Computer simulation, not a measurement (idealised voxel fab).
Process module under the name voxel released beams
The cross-section shown here is cut; it is 180 nm wide and divided into square cells measuring 5 nm on a side.
Square cells in a grid make up a cross-section in this document, and the grid is given as bands, listed from the top down, each one or more rows of cells.
A band entry consists of two parts. The first gives the height of the band's top and the height of its bottom, in nm. The rest lists the band's materials from left to right, each with its width in nm. A single material labelled with the word "throughout" fills the band from edge to edge, and the word "empty" marks empty space.
Height 0 is the level under which the wafer as received is all one material. The lowest band goes on downwards, as in "from 0 down".
When a width is written as two numbers, as in "30 to 40", the first number is the width in the top row of cells of the band and the second is the width in its bottom row, and the width changes by the same amount from each row to the next.
Basically "changes: none" means that step didn't change any cell in the cross-section.
If an empty space has no open way to the top and is at least 8 cells in size, "Closed-off voids" lists it, written width x height at distance, where distance is measured from the left edge and every value is in nm.
Step line, after settings: the simulator's comment on this step.
overlay nm, on a step with a mask: how far to the right of its planned place the mask lay; to the left if negative

The planned process steps are enumerated hereunder:
- 1: RECEIVE | material Si
- 2: CONFORMAL_DEP | material SiN | thk nm 5
- 3: DIRECTIONAL_DEP | material SiO2 | thk nm 10
- 4: DIRECTIONAL_DEP | material aC | thk nm 15
- 5: PATTERN | tone open | mask id ANCHOR | material resist | width nm 30 | thk nm 35 | overlay nm 0
- 6: DIRECTIONAL_ETCH | etch materials aC | depth nm 15
- 7: STRIP | etch materials resist
- 8: DIRECTIONAL_ETCH | etch materials SiO2 | depth nm 10
- 9: STRIP | etch materials aC
- 10: CONFORMAL_DEP | material W | thk nm 15
- 11: DIRECTIONAL_DEP | material aC | thk nm 10
- 12: PATTERN | tone cover | mask id BEAM | material resist | width nm 100 | thk nm 25 | overlay nm 0
- 13: DIRECTIONAL_ETCH | etch materials aC | depth nm 10
- 14: STRIP | etch materials resist
- 15: DIRECTIONAL_ETCH | etch materials W | depth nm 15
- 16: STRIP | etch materials aC
- 17: STRIP | etch materials SiO2
The wafers are alike at the start. At step 5, their width nm differs. The plan lists the first wafer's value.

First wafer of several, as received: cross-section after step 1:
  from 0 down  Si throughout
  Closed-off voids: none

Heads up, this table goes wafer by wafer. A row tells you, at the end of the module, how many cells of each material that wafer has put on (+) or dropped (-) since it was received, and then its closed voids:
width nm 30, +36 SiN, +72 W, Closed-off voids: none
width nm 35, +36 SiN, +72 W, Closed-off voids: none
width nm 40, +36 SiN, +72 W, Closed-off voids: none
width nm 45, +36 SiN, +72 W, Closed-off voids: none
width nm 50, +36 SiN, +72 W, Closed-off voids: none
width nm 55, +36 SiN, +72 W, Closed-off voids: none
